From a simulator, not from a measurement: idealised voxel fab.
process module | voxel wiring stack
cross-section cut | 285 nm wide | cells 5 nm
A cross-section is a grid of square cells, given in bands from the top down. A band is one or more rows of cells.
Each band's line starts with the height of the band's top and of its bottom, in nm. Then come its materials from left to right, each with its width in nm. One material with "throughout" fills the band from edge to edge. "air" is empty space.
Height 0 is the level under which the wafer as received is all one material. The lowest band goes on downwards, as in "0 down".
A width such as "30 to 40" changes by the same amount from each row of cells to the next, from the band's top row to its bottom row.
"no change" after a step means that no cell of the cross-section changed.
closed voids: empty space of 8 cells or more with no open way to the top, each as width x height at its distance from the left edge, in nm
after a step's settings: what the simulator itself notes on the step
overlay nm, on a step with a mask: how far to the right of its planned place the mask lay; to the left if negative
plan
1 op RECEIVE | material Si
2 op CONFORMAL_DEP | material SiO2 | thk nm 15
3 op DIRECTIONAL_DEP | material TiN | thk nm 5
4 op DIRECTIONAL_DEP | material Ru | thk nm 15
5 op PATTERN | tone cover | mask id METAL_1 | material resist | width nm 25 | pitch nm 40 | thk nm 20 | overlay nm 0
6 op DIRECTIONAL_ETCH | etch materials Ru | depth nm 15
7 op DIRECTIONAL_ETCH | etch materials TiN | depth nm 5
8 op STRIP | etch materials resist
9 op CONFORMAL_DEP | material SiCN | thk nm 5
10 op FILL_DEP | material SiO2 | thk nm 10
11 op CMP | height nm 35
12 op CONFORMAL_DEP | material SiCN | thk nm 5
13 op DIRECTIONAL_DEP | material SiO2 | thk nm 25
14 op PATTERN | tone open | mask id METAL_2_HOLES | material resist | width nm 15 | pitch nm 40 | thk nm 20 | overlay nm 0
15 op DIRECTIONAL_ETCH | etch materials SiO2 | depth nm 25
16 op STRIP | etch materials resist
17 op DIRECTIONAL_DEP | material aC | thk nm 10
18 op PATTERN | tone open | mask id METAL_2 | material resist | width nm 25 | pitch nm 40 | thk nm 25 | overlay nm 0
19 op DIRECTIONAL_ETCH | etch materials aC | depth nm 10
20 op STRIP | etch materials resist
21 op DIRECTIONAL_ETCH | etch materials SiO2 | depth nm 15
22 op DIRECTIONAL_ETCH | etch materials SiCN | depth nm 5
23 op STRIP | etch materials aC
24 op CONFORMAL_DEP | material TiN | thk nm 5
25 op FILL_DEP | material Ru | thk nm 10
26 op CMP | height nm 65
27 op CONFORMAL_DEP | material SiN | thk nm 5
as received, after step 1
  0 down: Si throughout
  closed voids: none
first wafer at the end, as planned
  70 to 65: SiN throughout
  65 to 55: SiO2 90 | TiN 5 | Ru 15 | TiN 5 | SiO2 15 | TiN 5 | Ru 15 | TiN 5 | SiO2 15 | TiN 5 | Ru 15 | TiN 5 | SiO2 90
  55 to 50: SiO2 90 | TiN 5 | Ru 5 | TiN 15 | SiO2 15 | TiN 5 | Ru 5 | TiN 15 | SiO2 15 | TiN 5 | Ru 5 | TiN 15 | SiO2 90
  50 to 40: SiO2 90 | TiN 5 | Ru 5 | TiN 5 | SiO2 25 | TiN 5 | Ru 5 | TiN 5 | SiO2 25 | TiN 5 | Ru 5 | TiN 5 | SiO2 100
  40 to 35: SiCN 90 | TiN 15 | SiCN 25 | TiN 15 | SiCN 25 | TiN 15 | SiCN 100
  35 to 20: SiO2 85 | SiCN 5 | Ru 25 | SiCN 5 | SiO2 5 | SiCN 5 | Ru 25 | SiCN 5 | SiO2 5 | SiCN 5 | Ru 25 | SiCN 5 | SiO2 85
  20 to 15: SiCN 90 | TiN 25 | SiCN 15 | TiN 25 | SiCN 15 | TiN 25 | SiCN 90
  15 to 0: SiO2 throughout
  0 down: Si throughout
  closed voids: none
second wafer at the end: like start, like plan, one mistake
  70 to 65: SiN throughout
  65 to 55: SiO2 90 | TiN 5 | Ru 15 | TiN 5 | SiO2 15 | TiN 5 | Ru 15 | TiN 5 | SiO2 15 | TiN 5 | Ru 15 | TiN 5 | SiO2 90
  55 to 50: SiO2 90 | TiN 5 | Ru 5 | TiN 15 | SiO2 15 | TiN 5 | Ru 5 | TiN 15 | SiO2 15 | TiN 5 | Ru 5 | TiN 15 | SiO2 90
  50 to 40: SiO2 90 | TiN 5 | Ru 5 | TiN 5 | SiO2 25 | TiN 5 | Ru 5 | TiN 5 | SiO2 25 | TiN 5 | Ru 5 | TiN 5 | SiO2 100
  40 to 30: SiCN 90 | TiN 15 to 25 | SiCN 25 to 15 | TiN 15 to 25 | SiCN 25 to 15 | TiN 15 to 25 | SiCN 100 to 90
  30 to 0: SiO2 throughout
  0 down: Si throughout
  closed voids: none
what went wrong: step 2 was run twice
at the end the second wafer has, in cells: 45 fewer of Ru | 18 fewer of SiCN | 63 more of SiO2
